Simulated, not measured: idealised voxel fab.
voxel transistor to metal: a process module
Displayed cross-section: cut, width of 180 nm, square cells sized 5 nm.
We lay out every cross-section as a grid of square cells and spell it out in bands from the top down, where one band means one or more rows of cells.
In this notation a band is specified by the heights of its top and bottom, in that order and in nm, after which its materials appear from left to right, each paired with its width in nm. The word "all across" attached to a single material means that material fills the band from edge to edge; the word "blank" stands for empty space.
It should be noted that heights are counted from 0, beneath which the wafer as supplied is of one material throughout, and that the lowest band possesses no lower boundary but continues downward, as written in "z 0 and below".
The notation "30->40" denotes a width that varies across the rows of cells in the band, beginning at the first number in the top row, finishing at the second number in the bottom row, and changing by an identical amount from each row to the next.
"remains unaltered" (step): cross-section cells unchanged, all of them.
Heads up: "Catalogued sealed voids" only lists the empty pockets with no open path to the top that are 8 cells or more, and it writes them as width x height at distance, distance from the left edge, in nm.
Text after the settings on a step's line: the simulator's own remark on that step.
overlay nm: right-of-plan distance of the mask on a masked step; negative values mean left-of-plan.

Process steps - plan:
step 1: RECEIVE with material Si
step 2: CONFORMAL_DEP with material SiO2, thk nm 5
step 3: CONFORMAL_DEP with material SiN, thk nm 10
step 4: MASKED_ETCH with tone cover, mask id ACTIVE, width nm 110, etch materials SiN, depth nm 10, overlay nm 0
step 5: MASKED_ETCH with tone cover, mask id ACTIVE, width nm 110, etch materials SiO2, depth nm 5, overlay nm 0
step 6: MASKED_ETCH with tone cover, mask id ACTIVE, width nm 110, etch materials Si, depth nm 20, overlay nm 0
step 7: OXIDIZE with depth nm 5
step 8: FILL_DEP with material SiO2, thk nm 10
step 9: CMP with height nm 15
step 10: SELECTIVE_ETCH with etch materials SiO2, depth nm 10
step 11: STRIP with etch materials SiN
step 12: SELECTIVE_ETCH with etch materials SiO2, depth nm 5
step 13: OXIDIZE with depth nm 5
step 14: DIRECTIONAL_DEP with material polySi, thk nm 30
step 15: DIRECTIONAL_DEP with material SiCN, thk nm 10
step 16: MASKED_ETCH with tone cover, mask id GATE, width nm 20, etch materials SiCN, depth nm 20, overlay nm 0
step 17: MASKED_ETCH with tone cover, mask id GATE, width nm 20, etch materials polySi, depth nm 40, overlay nm 0
step 18: CONFORMAL_DEP with material SiN, thk nm 5
step 19: DIRECTIONAL_ETCH with etch materials SiN, depth nm 5
step 20: DIRECTIONAL_ETCH with etch materials SiO2, depth nm 5
step 21: DIRECTIONAL_ETCH with etch materials Si, depth nm 5
step 22: EPI with material pSi, thk nm 5
step 23: FILL_DEP with material SiO2, thk nm 10
step 24: CMP with height nm 40
step 25: DIRECTIONAL_DEP with material SiO2, thk nm 10
step 26: MASKED_ETCH with tone open, mask id CONTACT, width nm 30, pitch nm 60, etch materials SiO2, depth nm 55, overlay nm 0
step 27: CONFORMAL_DEP with material TiN, thk nm 5
step 28: FILL_DEP with material Ru, thk nm 5
step 29: CMP with height nm 50
step 30: CONFORMAL_DEP with material SiCN, thk nm 5
step 31: DIRECTIONAL_DEP with material SiO2, thk nm 20
step 32: PATTERN with tone open, mask id METAL_1, material resist, width nm 15, pitch nm 75, thk nm 15, overlay nm 0
step 33: DIRECTIONAL_ETCH with etch materials SiO2, depth nm 20
step 34: DIRECTIONAL_ETCH with etch materials SiCN, depth nm 5
step 35: STRIP with etch materials resist
step 36: CONFORMAL_DEP with material TiN, thk nm 5
step 37: FILL_DEP with material Cu, thk nm 5
step 38: CMP with height nm 75
step 39: CONFORMAL_DEP with material SiCN, thk nm 5
step 40: DIRECTIONAL_DEP with material SiO2, thk nm 35
step 41: PATTERN with tone open, mask id METAL_2, material resist, width nm 15, pitch nm 75, thk nm 15, overlay nm 0
step 42: DIRECTIONAL_ETCH with etch materials SiO2, depth nm 20
step 43: STRIP with etch materials resist
step 44: DIRECTIONAL_DEP with material aC, thk nm 15
step 45: PATTERN with tone open, mask id METAL_2_HOLES, material resist, width nm 15, pitch nm 75, thk nm 30, overlay nm 0
step 46: DIRECTIONAL_ETCH with etch materials aC, depth nm 15
step 47: STRIP with etch materials resist
step 48: DIRECTIONAL_ETCH with etch materials SiO2, depth nm 15
step 49: DIRECTIONAL_ETCH with etch materials SiCN, depth nm 5
step 50: STRIP with etch materials aC
step 51: CONFORMAL_DEP with material TiN, thk nm 5
step 52: FILL_DEP with material Ru, thk nm 5
step 53: CMP with height nm 115
step 54: CONFORMAL_DEP with material SiN, thk nm 5

The first of the two wafers, which ran as planned:

As received, after step 1:
    z 0 and below: Si all across
    Catalogued sealed voids: none

You're looking at a cross-section of the wafer after step 2:
    z 5 to 0: SiO2 all across
    Everything below 0 is unchanged.

You're looking at a cross-section of the wafer after step 3:
    z 15 to 5: SiN all across
    Everything below 5 is unchanged.

You're looking at a cross-section of the wafer after step 4:
    z 15 to 5: 35 of blank / 110 of SiN / 35 of blank
    Everything below 5 is unchanged.

You're looking at a cross-section of the wafer after step 5:
    z 15 to 5: 35 of blank / 110 of SiN / 35 of blank
    z 5 to 0: 35 of blank / 110 of SiO2 / 35 of blank
    Everything below 0 is unchanged.

You're looking at a cross-section of the wafer after step 6:
    z 15 to 5: 35 of blank / 110 of SiN / 35 of blank
    z 5 to 0: 35 of blank / 110 of SiO2 / 35 of blank
    z 0 to -20: 35 of blank / 110 of Si / 35 of blank
    Everything below -20 is unchanged.

You're looking at a cross-section of the wafer after step 7:
    z 15 to 5: 35 of blank / 110 of SiN / 35 of blank
    z 5 to 0: 35 of blank / 110 of SiO2 / 35 of blank
    z 0 to -20: 35 of blank / 5 of SiO2 / 100 of Si / 5 of SiO2 / 35 of blank
    z -20 to -25: 40 of SiO2 / 100 of Si / 40 of SiO2
    Everything below -25 is unchanged.

You're looking at a cross-section of the wafer after step 8:
    z 25 to 15: SiO2 all across
    z 15 to 5: 35 of SiO2 / 110 of SiN / 35 of SiO2
    z 5 to 0: SiO2 all across
    z 0 to -25: 40 of SiO2 / 100 of Si / 40 of SiO2
    Everything below -25 is unchanged.

You're looking at a cross-section of the wafer after step 9:
    z 15 to 5: 35 of SiO2 / 110 of SiN / 35 of SiO2
    Everything below 5 is unchanged.

You're looking at a cross-section of the wafer after step 10:
    z 15 to 5: 35 of blank / 110 of SiN / 35 of blank
    Everything below 5 is unchanged.

You're looking at a cross-section of the wafer after step 11:
    z 5 to 0: SiO2 all across
    Everything below 0 is unchanged.

You're looking at a cross-section of the wafer after step 12:
    z 0 to -25: 40 of SiO2 / 100 of Si / 40 of SiO2
    Everything below -25 is unchanged.

You're looking at a cross-section of the wafer after step 13:
    z 0 to -5: SiO2 all across
    Everything below -5 is unchanged.

You're looking at a cross-section of the wafer after step 14:
    z 30 to 0: polySi all across
    Everything below 0 is unchanged.

You're looking at a cross-section of the wafer after step 15:
    z 40 to 30: SiCN all across
    Everything below 30 is unchanged.

You're looking at a cross-section of the wafer after step 16:
    z 40 to 30: 80 of blank / 20 of SiCN / 80 of blank
    Everything below 30 is unchanged.

You're looking at a cross-section of the wafer after step 17:
    z 40 to 30: 80 of blank / 20 of SiCN / 80 of blank
    z 30 to 0: 80 of blank / 20 of polySi / 80 of blank
    Everything below 0 is unchanged.

You're looking at a cross-section of the wafer after step 18:
    z 45 to 40: 75 of blank / 30 of SiN / 75 of blank
    z 40 to 30: 75 of blank / 5 of SiN / 20 of SiCN / 5 of SiN / 75 of blank
    z 30 to 5: 75 of blank / 5 of SiN / 20 of polySi / 5 of SiN / 75 of blank
    z 5 to 0: 80 of SiN / 20 of polySi / 80 of SiN
    Everything below 0 is unchanged.

You're looking at a cross-section of the wafer after step 19:
    z 40 to 30: 75 of blank / 5 of SiN / 20 of SiCN / 5 of SiN / 75 of blank
    z 30 to 0: 75 of blank / 5 of SiN / 20 of polySi / 5 of SiN / 75 of blank
    Everything below 0 is unchanged.

You're looking at a cross-section of the wafer after step 20:
    z 40 to 30: 75 of blank / 5 of SiN / 20 of SiCN / 5 of SiN / 75 of blank
    z 30 to 0: 75 of blank / 5 of SiN / 20 of polySi / 5 of SiN / 75 of blank
    z 0 to -5: 75 of blank / 30 of SiO2 / 75 of blank
    Everything below -5 is unchanged.

You're looking at a cross-section of the wafer after step 21:
    z 40 to 30: 75 of blank / 5 of SiN / 20 of SiCN / 5 of SiN / 75 of blank
    z 30 to 0: 75 of blank / 5 of SiN / 20 of polySi / 5 of SiN / 75 of blank
    z 0 to -5: 75 of blank / 30 of SiO2 / 75 of blank
    z -5 to -10: 40 of SiO2 / 35 of blank / 30 of Si / 35 of blank / 40 of SiO2
    Everything below -10 is unchanged.

You're looking at a cross-section of the wafer after step 22:
    z 40 to 30: 75 of blank / 5 of SiN / 20 of SiCN / 5 of SiN / 75 of blank
    z 30 to 0: 75 of blank / 5 of SiN / 20 of polySi / 5 of SiN / 75 of blank
    z 0 to -5: 70 of blank / 5 of pSi / 30 of SiO2 / 5 of pSi / 70 of blank
    z -5 to -10: 40 of SiO2 / 35 of pSi / 30 of Si / 35 of pSi / 40 of SiO2
    Everything below -10 is unchanged.

You're looking at a cross-section of the wafer after step 23:
    z 50 to 40: SiO2 all across
    z 40 to 30: 75 of SiO2 / 5 of SiN / 20 of SiCN / 5 of SiN / 75 of SiO2
    z 30 to 0: 75 of SiO2 / 5 of SiN / 20 of polySi / 5 of SiN / 75 of SiO2
    z 0 to -5: 70 of SiO2 / 5 of pSi / 30 of SiO2 / 5 of pSi / 70 of SiO2
    Everything below -5 is unchanged.

You're looking at a cross-section of the wafer after step 24:
    z 40 to 30: 75 of SiO2 / 5 of SiN / 20 of SiCN / 5 of SiN / 75 of SiO2
    Everything below 30 is unchanged.

You're looking at a cross-section of the wafer after step 25:
    z 50 to 40: SiO2 all across
    Everything below 40 is unchanged.

You're looking at a cross-section of the wafer after step 26:
    z 50 to 40: 45 of SiO2 / 30 of blank / 30 of SiO2 / 30 of blank / 45 of SiO2
    z 40 to 30: 45 of SiO2 / 30 of blank / 5 of SiN / 20 of SiCN / 5 of SiN / 30 of blank / 45 of SiO2
    z 30 to 0: 45 of SiO2 / 30 of blank / 5 of SiN / 20 of polySi / 5 of SiN / 30 of blank / 45 of SiO2
    z 0 to -5: 45 of SiO2 / 25 of blank / 5 of pSi / 30 of SiO2 / 5 of pSi / 25 of blank / 45 of SiO2
    Everything below -5 is unchanged.

You're looking at a cross-section of the wafer after step 27:
    z 55 to 50: 50 of TiN / 20 of blank / 40 of TiN / 20 of blank / 50 of TiN
    z 50 to 40: 45 of SiO2 / 5 of TiN / 20 of blank / 5 of TiN / 30 of SiO2 / 5 of TiN / 20 of blank / 5 of TiN / 45 of SiO2
    z 40 to 30: 45 of SiO2 / 5 of TiN / 20 of blank / 5 of TiN / 5 of SiN / 20 of SiCN / 5 of SiN / 5 of TiN / 20 of blank / 5 of TiN / 45 of SiO2
    z 30 to 5: 45 of SiO2 / 5 of TiN / 20 of blank / 5 of TiN / 5 of SiN / 20 of polySi / 5 of SiN / 5 of TiN / 20 of blank / 5 of TiN / 45 of SiO2
    z 5 to 0: 45 of SiO2 / 5 of TiN / 15 of blank / 10 of TiN / 5 of SiN / 20 of polySi / 5 of SiN / 10 of TiN / 15 of blank / 5 of TiN / 45 of SiO2
    z 0 to -5: 45 of SiO2 / 25 of TiN / 5 of pSi / 30 of SiO2 / 5 of pSi / 25 of TiN / 45 of SiO2
    Everything below -5 is unchanged.

You're looking at a cross-section of the wafer after step 28:
    z 60 to 55: Ru all across
    z 55 to 50: 50 of TiN / 20 of Ru / 40 of TiN / 20 of Ru / 50 of TiN
    z 50 to 40: 45 of SiO2 / 5 of TiN / 20 of Ru / 5 of TiN / 30 of SiO2 / 5 of TiN / 20 of Ru / 5 of TiN / 45 of SiO2
    z 40 to 30: 45 of SiO2 / 5 of TiN / 20 of Ru / 5 of TiN / 5 of SiN / 20 of SiCN / 5 of SiN / 5 of TiN / 20 of Ru / 5 of TiN / 45 of SiO2
    z 30 to 5: 45 of SiO2 / 5 of TiN / 20 of Ru / 5 of TiN / 5 of SiN / 20 of polySi / 5 of SiN / 5 of TiN / 20 of Ru / 5 of TiN / 45 of SiO2
    z 5 to 0: 45 of SiO2 / 5 of TiN / 15 of Ru / 10 of TiN / 5 of SiN / 20 of polySi / 5 of SiN / 10 of TiN / 15 of Ru / 5 of TiN / 45 of SiO2
    Everything below 0 is unchanged.

You're looking at a cross-section of the wafer after step 29:
    z 50 to 40: 45 of SiO2 / 5 of TiN / 20 of Ru / 5 of TiN / 30 of SiO2 / 5 of TiN / 20 of Ru / 5 of TiN / 45 of SiO2
    Everything below 40 is unchanged.

You're looking at a cross-section of the wafer after step 30:
    z 55 to 50: SiCN all across
    Everything below 50 is unchanged.

You're looking at a cross-section of the wafer after step 31:
    z 75 to 55: SiO2 all across
    Everything below 55 is unchanged.

You're looking at a cross-section of the wafer after step 32:
    z 90 to 75: 45 of resist / 15 of blank / 60 of resist / 15 of blank / 45 of resist
    Everything below 75 is unchanged.

You're looking at a cross-section of the wafer after step 33:
    z 90 to 75: 45 of resist / 15 of blank / 60 of resist / 15 of blank / 45 of resist
    z 75 to 55: 45 of SiO2 / 15 of blank / 60 of SiO2 / 15 of blank / 45 of SiO2
    Everything below 55 is unchanged.

You're looking at a cross-section of the wafer after step 34:
    z 90 to 75: 45 of resist / 15 of blank / 60 of resist / 15 of blank / 45 of resist
    z 75 to 55: 45 of SiO2 / 15 of blank / 60 of SiO2 / 15 of blank / 45 of SiO2
    z 55 to 50: 45 of SiCN / 15 of blank / 60 of SiCN / 15 of blank / 45 of SiCN
    Everything below 50 is unchanged.

You're looking at a cross-section of the wafer after step 35:
    z 75 to 55: 45 of SiO2 / 15 of blank / 60 of SiO2 / 15 of blank / 45 of SiO2
    Everything below 55 is unchanged.

You're looking at a cross-section of the wafer after step 36:
    z 80 to 75: 50 of TiN / 5 of blank / 70 of TiN / 5 of blank / 50 of TiN
    z 75 to 55: 45 of SiO2 / 5 of TiN / 5 of blank / 5 of TiN / 60 of SiO2 / 5 of TiN / 5 of blank / 5 of TiN / 45 of SiO2
    z 55 to 50: 45 of SiCN / 15 of TiN / 60 of SiCN / 15 of TiN / 45 of SiCN
    Everything below 50 is unchanged.

You're looking at a cross-section of the wafer after step 37:
    z 85 to 80: Cu all across
    z 80 to 75: 50 of TiN / 5 of Cu / 70 of TiN / 5 of Cu / 50 of TiN
    z 75 to 55: 45 of SiO2 / 5 of TiN / 5 of Cu / 5 of TiN / 60 of SiO2 / 5 of TiN / 5 of Cu / 5 of TiN / 45 of SiO2
    Everything below 55 is unchanged.

You're looking at a cross-section of the wafer after step 38:
    z 75 to 55: 45 of SiO2 / 5 of TiN / 5 of Cu / 5 of TiN / 60 of SiO2 / 5 of TiN / 5 of Cu / 5 of TiN / 45 of SiO2
    Everything below 55 is unchanged.

You're looking at a cross-section of the wafer after step 39:
    z 80 to 75: SiCN all across
    Everything below 75 is unchanged.

You're looking at a cross-section of the wafer after step 40:
    z 115 to 80: SiO2 all across
    Everything below 80 is unchanged.

You're looking at a cross-section of the wafer after step 41:
    z 130 to 115: 45 of resist / 15 of blank / 60 of resist / 15 of blank / 45 of resist
    Everything below 115 is unchanged.

You're looking at a cross-section of the wafer after step 42:
    z 130 to 115: 45 of resist / 15 of blank / 60 of resist / 15 of blank / 45 of resist
    z 115 to 95: 45 of SiO2 / 15 of blank / 60 of SiO2 / 15 of blank / 45 of SiO2
    Everything below 95 is unchanged.

You're looking at a cross-section of the wafer after step 43:
    z 115 to 95: 45 of SiO2 / 15 of blank / 60 of SiO2 / 15 of blank / 45 of SiO2
    Everything below 95 is unchanged.

You're looking at a cross-section of the wafer after step 44:
    z 130 to 115: 45 of aC / 15 of blank / 60 of aC / 15 of blank / 45 of aC
    z 115 to 110: 45 of SiO2 / 15 of blank / 60 of SiO2 / 15 of blank / 45 of SiO2
    z 110 to 95: 45 of SiO2 / 15 of aC / 60 of SiO2 / 15 of aC / 45 of SiO2
    Everything below 95 is unchanged.

You're looking at a cross-section of the wafer after step 45:
    z 160 to 130: 45 of resist / 15 of blank / 60 of resist / 15 of blank / 45 of resist
    Everything below 130 is unchanged.

You're looking at a cross-section of the wafer after step 46:
    z 145 to 130: 45 of resist / 15 of blank / 60 of resist / 15 of blank / 45 of resist
    z 130 to 115: 45 of aC / 15 of blank / 60 of aC / 15 of blank / 45 of aC
    z 115 to 95: 45 of SiO2 / 15 of blank / 60 of SiO2 / 15 of blank / 45 of SiO2
    Everything below 95 is unchanged.

You're looking at a cross-section of the wafer after step 47:
    z 130 to 115: 45 of aC / 15 of blank / 60 of aC / 15 of blank / 45 of aC
    Everything below 115 is unchanged.

You're looking at a cross-section of the wafer after step 48:
    z 130 to 115: 45 of aC / 15 of blank / 60 of aC / 15 of blank / 45 of aC
    z 115 to 80: 45 of SiO2 / 15 of blank / 60 of SiO2 / 15 of blank / 45 of SiO2
    Everything below 80 is unchanged.

You're looking at a cross-section of the wafer after step 49:
    z 130 to 115: 45 of aC / 15 of blank / 60 of aC / 15 of blank / 45 of aC
    z 115 to 80: 45 of SiO2 / 15 of blank / 60 of SiO2 / 15 of blank / 45 of SiO2
    z 80 to 75: 45 of SiCN / 15 of blank / 60 of SiCN / 15 of blank / 45 of SiCN
    Everything below 75 is unchanged.

You're looking at a cross-section of the wafer after step 50:
    z 115 to 80: 45 of SiO2 / 15 of blank / 60 of SiO2 / 15 of blank / 45 of SiO2
    Everything below 80 is unchanged.

You're looking at a cross-section of the wafer after step 51:
    z 120 to 115: 50 of TiN / 5 of blank / 70 of TiN / 5 of blank / 50 of TiN
    z 115 to 80: 45 of SiO2 / 5 of TiN / 5 of blank / 5 of TiN / 60 of SiO2 / 5 of TiN / 5 of blank / 5 of TiN / 45 of SiO2
    z 80 to 75: 45 of SiCN / 15 of TiN / 60 of SiCN / 15 of TiN / 45 of SiCN
    Everything below 75 is unchanged.

You're looking at a cross-section of the wafer after step 52:
    z 125 to 120: Ru all across
    z 120 to 115: 50 of TiN / 5 of Ru / 70 of TiN / 5 of Ru / 50 of TiN
    z 115 to 80: 45 of SiO2 / 5 of TiN / 5 of Ru / 5 of TiN / 60 of SiO2 / 5 of TiN / 5 of Ru / 5 of TiN / 45 of SiO2
    Everything below 80 is unchanged.

You're looking at a cross-section of the wafer after step 53:
    z 115 to 80: 45 of SiO2 / 5 of TiN / 5 of Ru / 5 of TiN / 60 of SiO2 / 5 of TiN / 5 of Ru / 5 of TiN / 45 of SiO2
    Everything below 80 is unchanged.

You're looking at a cross-section of the wafer after step 54:
    z 120 to 115: SiN all across
    Everything below 115 is unchanged.

It is to be noted that the second wafer proceeded from the same initial state and according to the same plan as the first, although one mistake was committed in its execution; through step 25, inclusive, the two wafers share an identical history:

Cross-sectional representation of the second wafer at the time designated in the plan for the completion of step 26:
    z 50 to 40: 45 of blank / 30 of SiO2 / 30 of blank / 30 of SiO2 / 45 of blank
    z 40 to 30: 45 of blank / 30 of SiO2 / 5 of SiN / 20 of SiCN / 5 of SiN / 30 of SiO2 / 45 of blank
    z 30 to 0: 45 of blank / 30 of SiO2 / 5 of SiN / 20 of polySi / 5 of SiN / 30 of SiO2 / 45 of blank
    z 0 to -5: 45 of blank / 25 of SiO2 / 5 of pSi / 30 of SiO2 / 5 of pSi / 25 of SiO2 / 45 of blank
    Everything below -5 is unchanged.

Cross-sectional representation of the second wafer at the time designated in the plan for the completion of step 27:
    z 55 to 50: 40 of blank / 40 of TiN / 20 of blank / 40 of TiN / 40 of blank
    z 50 to 45: 40 of blank / 5 of TiN / 30 of SiO2 / 5 of TiN / 20 of blank / 5 of TiN / 30 of SiO2 / 5 of TiN / 40 of blank
    z 45 to 40: 40 of blank / 5 of TiN / 30 of SiO2 / 30 of TiN / 30 of SiO2 / 5 of TiN / 40 of blank
    z 40 to 30: 40 of blank / 5 of TiN / 30 of SiO2 / 5 of SiN / 20 of SiCN / 5 of SiN / 30 of SiO2 / 5 of TiN / 40 of blank
    z 30 to 0: 40 of blank / 5 of TiN / 30 of SiO2 / 5 of SiN / 20 of polySi / 5 of SiN / 30 of SiO2 / 5 of TiN / 40 of blank
    z 0 to -5: 45 of TiN / 25 of SiO2 / 5 of pSi / 30 of SiO2 / 5 of pSi / 25 of SiO2 / 45 of TiN
    Everything below -5 is unchanged.

Cross-sectional representation of the second wafer at the time designated in the plan for the completion of step 28:
    z 60 to 55: Ru all across
    z 55 to 50: 40 of Ru / 40 of TiN / 20 of Ru / 40 of TiN / 40 of Ru
    z 50 to 45: 40 of Ru / 5 of TiN / 30 of SiO2 / 5 of TiN / 20 of Ru / 5 of TiN / 30 of SiO2 / 5 of TiN / 40 of Ru
    z 45 to 40: 40 of Ru / 5 of TiN / 30 of SiO2 / 30 of TiN / 30 of SiO2 / 5 of TiN / 40 of Ru
    z 40 to 30: 40 of Ru / 5 of TiN / 30 of SiO2 / 5 of SiN / 20 of SiCN / 5 of SiN / 30 of SiO2 / 5 of TiN / 40 of Ru
    z 30 to 0: 40 of Ru / 5 of TiN / 30 of SiO2 / 5 of SiN / 20 of polySi / 5 of SiN / 30 of SiO2 / 5 of TiN / 40 of Ru
    Everything below 0 is unchanged.

Cross-sectional representation of the second wafer at the time designated in the plan for the completion of step 29:
    z 50 to 45: 40 of Ru / 5 of TiN / 30 of SiO2 / 5 of TiN / 20 of Ru / 5 of TiN / 30 of SiO2 / 5 of TiN / 40 of Ru
    Everything below 45 is unchanged.

Cross-sectional representation of the second wafer at the time designated in the plan for the completion of step 30:
    z 55 to 50: SiCN all across
    Everything below 50 is unchanged.

Cross-sectional representation of the second wafer at the time designated in the plan for the completion of step 31:
    z 75 to 55: SiO2 all across
    Everything below 55 is unchanged.

Cross-sectional representation of the second wafer at the time designated in the plan for the completion of step 32:
    z 90 to 75: 45 of resist / 15 of blank / 60 of resist / 15 of blank / 45 of resist
    Everything below 75 is unchanged.

Cross-sectional representation of the second wafer at the time designated in the plan for the completion of step 33:
    z 90 to 75: 45 of resist / 15 of blank / 60 of resist / 15 of blank / 45 of resist
    z 75 to 55: 45 of SiO2 / 15 of blank / 60 of SiO2 / 15 of blank / 45 of SiO2
    Everything below 55 is unchanged.

Cross-sectional representation of the second wafer at the time designated in the plan for the completion of step 34:
    z 90 to 75: 45 of resist / 15 of blank / 60 of resist / 15 of blank / 45 of resist
    z 75 to 55: 45 of SiO2 / 15 of blank / 60 of SiO2 / 15 of blank / 45 of SiO2
    z 55 to 50: 45 of SiCN / 15 of blank / 60 of SiCN / 15 of blank / 45 of SiCN
    Everything below 50 is unchanged.

Cross-sectional representation of the second wafer at the time designated in the plan for the completion of step 35:
    z 75 to 55: 45 of SiO2 / 15 of blank / 60 of SiO2 / 15 of blank / 45 of SiO2
    Everything below 55 is unchanged.

Cross-sectional representation of the second wafer at the time designated in the plan for the completion of step 36:
    z 80 to 75: 50 of TiN / 5 of blank / 70 of TiN / 5 of blank / 50 of TiN
    z 75 to 55: 45 of SiO2 / 5 of TiN / 5 of blank / 5 of TiN / 60 of SiO2 / 5 of TiN / 5 of blank / 5 of TiN / 45 of SiO2
    z 55 to 50: 45 of SiCN / 15 of TiN / 60 of SiCN / 15 of TiN / 45 of SiCN
    Everything below 50 is unchanged.

Cross-sectional representation of the second wafer at the time designated in the plan for the completion of step 37:
    z 85 to 80: Cu all across
    z 80 to 75: 50 of TiN / 5 of Cu / 70 of TiN / 5 of Cu / 50 of TiN
    z 75 to 55: 45 of SiO2 / 5 of TiN / 5 of Cu / 5 of TiN / 60 of SiO2 / 5 of TiN / 5 of Cu / 5 of TiN / 45 of SiO2
    Everything below 55 is unchanged.

Cross-sectional representation of the second wafer at the time designated in the plan for the completion of step 38:
    z 75 to 55: 45 of SiO2 / 5 of TiN / 5 of Cu / 5 of TiN / 60 of SiO2 / 5 of TiN / 5 of Cu / 5 of TiN / 45 of SiO2
    Everything below 55 is unchanged.

Cross-sectional representation of the second wafer at the time designated in the plan for the completion of step 39:
    z 80 to 75: SiCN all across
    Everything below 75 is unchanged.

Cross-sectional representation of the second wafer at the time designated in the plan for the completion of step 40:
    z 115 to 80: SiO2 all across
    Everything below 80 is unchanged.

Cross-sectional representation of the second wafer at the time designated in the plan for the completion of step 41:
    z 130 to 115: 45 of resist / 15 of blank / 60 of resist / 15 of blank / 45 of resist
    Everything below 115 is unchanged.

Cross-sectional representation of the second wafer at the time designated in the plan for the completion of step 42:
    z 130 to 115: 45 of resist / 15 of blank / 60 of resist / 15 of blank / 45 of resist
    z 115 to 95: 45 of SiO2 / 15 of blank / 60 of SiO2 / 15 of blank / 45 of SiO2
    Everything below 95 is unchanged.

Cross-sectional representation of the second wafer at the time designated in the plan for the completion of step 43:
    z 115 to 95: 45 of SiO2 / 15 of blank / 60 of SiO2 / 15 of blank / 45 of SiO2
    Everything below 95 is unchanged.

Cross-sectional representation of the second wafer at the time designated in the plan for the completion of step 44:
    z 130 to 115: 45 of aC / 15 of blank / 60 of aC / 15 of blank / 45 of aC
    z 115 to 110: 45 of SiO2 / 15 of blank / 60 of SiO2 / 15 of blank / 45 of SiO2
    z 110 to 95: 45 of SiO2 / 15 of aC / 60 of SiO2 / 15 of aC / 45 of SiO2
    Everything below 95 is unchanged.

Cross-sectional representation of the second wafer at the time designated in the plan for the completion of step 45:
    z 160 to 130: 45 of resist / 15 of blank / 60 of resist / 15 of blank / 45 of resist
    Everything below 130 is unchanged.

Cross-sectional representation of the second wafer at the time designated in the plan for the completion of step 46:
    z 145 to 130: 45 of resist / 15 of blank / 60 of resist / 15 of blank / 45 of resist
    z 130 to 115: 45 of aC / 15 of blank / 60 of aC / 15 of blank / 45 of aC
    z 115 to 95: 45 of SiO2 / 15 of blank / 60 of SiO2 / 15 of blank / 45 of SiO2
    Everything below 95 is unchanged.

Cross-sectional representation of the second wafer at the time designated in the plan for the completion of step 47:
    z 130 to 115: 45 of aC / 15 of blank / 60 of aC / 15 of blank / 45 of aC
    Everything below 115 is unchanged.

Cross-sectional representation of the second wafer at the time designated in the plan for the completion of step 48:
    z 130 to 115: 45 of aC / 15 of blank / 60 of aC / 15 of blank / 45 of aC
    z 115 to 80: 45 of SiO2 / 15 of blank / 60 of SiO2 / 15 of blank / 45 of SiO2
    Everything below 80 is unchanged.

Cross-sectional representation of the second wafer at the time designated in the plan for the completion of step 49:
    z 130 to 115: 45 of aC / 15 of blank / 60 of aC / 15 of blank / 45 of aC
    z 115 to 80: 45 of SiO2 / 15 of blank / 60 of SiO2 / 15 of blank / 45 of SiO2
    z 80 to 75: 45 of SiCN / 15 of blank / 60 of SiCN / 15 of blank / 45 of SiCN
    Everything below 75 is unchanged.

Cross-sectional representation of the second wafer at the time designated in the plan for the completion of step 50:
    z 115 to 80: 45 of SiO2 / 15 of blank / 60 of SiO2 / 15 of blank / 45 of SiO2
    Everything below 80 is unchanged.

Cross-sectional representation of the second wafer at the time designated in the plan for the completion of step 51:
    z 120 to 115: 50 of TiN / 5 of blank / 70 of TiN / 5 of blank / 50 of TiN
    z 115 to 80: 45 of SiO2 / 5 of TiN / 5 of blank / 5 of TiN / 60 of SiO2 / 5 of TiN / 5 of blank / 5 of TiN / 45 of SiO2
    z 80 to 75: 45 of SiCN / 15 of TiN / 60 of SiCN / 15 of TiN / 45 of SiCN
    Everything below 75 is unchanged.

Cross-sectional representation of the second wafer at the time designated in the plan for the completion of step 52:
    z 125 to 120: Ru all across
    z 120 to 115: 50 of TiN / 5 of Ru / 70 of TiN / 5 of Ru / 50 of TiN
    z 115 to 80: 45 of SiO2 / 5 of TiN / 5 of Ru / 5 of TiN / 60 of SiO2 / 5 of TiN / 5 of Ru / 5 of TiN / 45 of SiO2
    Everything below 80 is unchanged.

Cross-sectional representation of the second wafer at the time designated in the plan for the completion of step 53:
    z 115 to 80: 45 of SiO2 / 5 of TiN / 5 of Ru / 5 of TiN / 60 of SiO2 / 5 of TiN / 5 of Ru / 5 of TiN / 45 of SiO2
    Everything below 80 is unchanged.

Cross-sectional representation of the second wafer at the time designated in the plan for the completion of step 54:
    z 120 to 115: SiN all across
    Everything below 115 is unchanged.
Processing error: step 26 deviated from plan and actually ran as MASKED_ETCH with tone cover, mask id CONTACT, width nm 30, pitch nm 60, etch materials SiO2, depth nm 55, overlay nm 0
Final wafer comparison in cells, second versus first, more or fewer per material: Ru +86 | SiO2 -80 | TiN -6
